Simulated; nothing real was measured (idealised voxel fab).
process module | voxel self aligned contacts
cross-section cut | 265 nm wide | cells 5 nm
A cross-section is a grid of square cells, given in bands from the top down. A band is one or more rows of cells.
Each band's line starts with the height of the band's top and of its bottom, in nm. Then come its materials from left to right, each with its width in nm. One material with "throughout" fills the band from edge to edge. "air" is empty space.
Height 0 is the level under which the wafer as received is all one material. The lowest band goes on downwards, as in "0 down".
A width such as "30 to 40" changes by the same amount from each row of cells to the next, from the band's top row to its bottom row.
"no change" after a step means that no cell of the cross-section changed.
closed voids: empty space of 8 cells or more with no open way to the top, each as width x height at its distance from the left edge, in nm
after a step's settings: what the simulator itself notes on the step
overlay nm, on a step with a mask: how far to the right of its planned place the mask lay; to the left if negative
plan
1 op RECEIVE | material Si
2 op CONFORMAL_DEP | material SiO2 | thk nm 5
3 op DIRECTIONAL_DEP | material polySi | thk nm 25
4 op DIRECTIONAL_DEP | material SiN | thk nm 20
5 op DIRECTIONAL_DEP | material aC | thk nm 10
6 op PATTERN | tone cover | mask id GATE | material resist | width nm 25 | pitch nm 70 | thk nm 30 | overlay nm 0
7 op DIRECTIONAL_ETCH | etch materials aC | depth nm 10
8 op STRIP | etch materials resist
9 op DIRECTIONAL_ETCH | etch materials SiN | depth nm 20
10 op DIRECTIONAL_ETCH | etch materials polySi | depth nm 25
11 op STRIP | etch materials aC
12 op CONFORMAL_DEP | material SiN | thk nm 10
13 op DIRECTIONAL_ETCH | etch materials SiN | depth nm 10
14 op FILL_DEP | material SiO2 | thk nm 15
15 op CMP | height nm 55
16 op DIRECTIONAL_DEP | material aC | thk nm 15
17 op PATTERN | tone open | mask id CONTACT | material resist | width nm 55 | thk nm 35 | overlay nm 0
18 op DIRECTIONAL_ETCH | etch materials aC | depth nm 15
19 op STRIP | etch materials resist
20 op DIRECTIONAL_ETCH | etch materials SiO2 | depth nm 55
21 op STRIP | etch materials aC
22 op CONFORMAL_DEP | material TiN | thk nm 5
23 op FILL_DEP | material Ru | thk nm 10
24 op CMP | height nm 55
25 op CONFORMAL_DEP | material SiN | thk nm 5
as received, after step 1
  0 down: Si throughout
  closed voids: none
a wafer at the end: this start, this plan, one mistake
  60 to 55: SiN throughout
  55 to 50: SiO2 110 | TiN 15 | Ru 15 | TiN 20 | SiO2 105
  50 to 30: SiO2 75 | SiN 45 | TiN 5 | Ru 15 | TiN 5 | SiN 45 | SiO2 75
  30 to 5: SiO2 75 | SiN 10 | polySi 25 | SiN 10 | TiN 5 | Ru 15 | TiN 5 | SiN 10 | polySi 25 | SiN 10 | SiO2 75
  5 to 0: SiO2 120 | TiN 25 | SiO2 120
  0 down: Si throughout
  closed voids: none
what went wrong: step 17 ran as: op PATTERN | tone open | mask id CONTACT | material resist | width nm 50 | thk nm 35 | overlay nm 0
